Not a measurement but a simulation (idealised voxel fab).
process module | voxel self aligned vias
cross-section cut | 255 nm wide | cells 5 nm
A cross-section is a grid of square cells, given in bands from the top down. A band is one or more rows of cells.
Each band's line starts with the height of the band's top and of its bottom, in nm. Then come its materials from left to right, each with its width in nm. One material with "throughout" fills the band from edge to edge. "air" is empty space.
Height 0 is the level under which the wafer as received is all one material. The lowest band goes on downwards, as in "0 down".
A width such as "30 to 40" changes by the same amount from each row of cells to the next, from the band's top row to its bottom row.
"no change" after a step means that no cell of the cross-section changed.
closed voids: empty space of 8 cells or more with no open way to the top, each as width x height at its distance from the left edge, in nm
after a step's settings: what the simulator itself notes on the step
overlay nm, on a step with a mask: how far to the right of its planned place the mask lay; to the left if negative
plan
1 op RECEIVE | material Si
2 op CONFORMAL_DEP | material SiO2 | thk nm 15
3 op CONFORMAL_DEP | material SiCN | thk nm 5
4 op DIRECTIONAL_DEP | material SiO2 | thk nm 25
5 op PATTERN | tone open | mask id LINES | material resist | width nm 25 | pitch nm 65 | thk nm 20 | overlay nm 0
6 op DIRECTIONAL_ETCH | etch materials SiO2 | depth nm 25
7 op STRIP | etch materials resist
8 op CONFORMAL_DEP | material TiN | thk nm 5
9 op FILL_DEP | material W | thk nm 10
10 op CMP | height nm 45
11 op SELECTIVE_ETCH | etch materials W Ru TiN | depth nm 5
12 op FILL_DEP | material SiN | thk nm 10
13 op CMP | height nm 45
14 op DIRECTIONAL_DEP | material SiO2 | thk nm 20
15 op DIRECTIONAL_DEP | material aC | thk nm 15
16 op PATTERN | tone open | mask id VIAS | material resist | width nm 45 | pitch nm 65 | thk nm 30 | overlay nm 0
17 op DIRECTIONAL_ETCH | etch materials aC | depth nm 15
18 op STRIP | etch materials resist
19 op DIRECTIONAL_ETCH | etch materials SiO2 | depth nm 20
20 op DIRECTIONAL_ETCH | etch materials SiN | depth nm 5
21 op STRIP | etch materials aC
22 op CONFORMAL_DEP | material TiN | thk nm 5
23 op FILL_DEP | material W | thk nm 5
24 op CMP | height nm 65
25 op CONFORMAL_DEP | material SiN | thk nm 5
as received, after step 1
  0 down: Si throughout
  closed voids: none
first wafer at the end, as planned
  70 to 65: SiN throughout
  65 to 50: SiO2 40 | TiN 5 | W 35 | TiN 5 | SiO2 20 | TiN 5 | W 35 | TiN 5 | SiO2 20 | TiN 5 | W 35 | TiN 5 | SiO2 40
  50 to 45: SiO2 40 | TiN 15 | W 15 | TiN 15 | SiO2 20 | TiN 15 | W 15 | TiN 15 | SiO2 20 | TiN 15 | W 15 | TiN 15 | SiO2 40
  45 to 40: SiO2 50 | TiN 25 | SiO2 40 | TiN 25 | SiO2 40 | TiN 25 | SiO2 50
  40 to 25: SiO2 50 | TiN 5 | W 15 | TiN 5 | SiO2 40 | TiN 5 | W 15 | TiN 5 | SiO2 40 | TiN 5 | W 15 | TiN 5 | SiO2 50
  25 to 20: SiO2 50 | TiN 25 | SiO2 40 | TiN 25 | SiO2 40 | TiN 25 | SiO2 50
  20 to 15: SiCN throughout
  15 to 0: SiO2 throughout
  0 down: Si throughout
  closed voids: none
second wafer at the end: like start, like plan, one mistake
  70 to 65: SiN throughout
  65 to 50: SiO2 50 | TiN 5 | W 35 | TiN 5 | SiO2 20 | TiN 5 | W 35 | TiN 5 | SiO2 20 | TiN 5 | W 35 | TiN 5 | SiO2 30
  50 to 45: SiO2 50 | TiN 5 | W 15 | TiN 25 | SiO2 20 | TiN 5 | W 15 | TiN 25 | SiO2 20 | TiN 5 | W 15 | TiN 25 | SiO2 30
  45 to 40: SiO2 50 | TiN 25 | SiO2 40 | TiN 25 | SiO2 40 | TiN 25 | SiO2 50
  40 to 25: SiO2 50 | TiN 5 | W 15 | TiN 5 | SiO2 40 | TiN 5 | W 15 | TiN 5 | SiO2 40 | TiN 5 | W 15 | TiN 5 | SiO2 50
  25 to 20: SiO2 50 | TiN 25 | SiO2 40 | TiN 25 | SiO2 40 | TiN 25 | SiO2 50
  20 to 15: SiCN throughout
  15 to 0: SiO2 throughout
  0 down: Si throughout
  closed voids: none
what went wrong: step 16 ran as: op PATTERN | tone open | mask id VIAS | material resist | width nm 45 | pitch nm 65 | thk nm 30 | overlay nm 10
at the end the second wafer has, in cells: as many of each material as the first, in other places
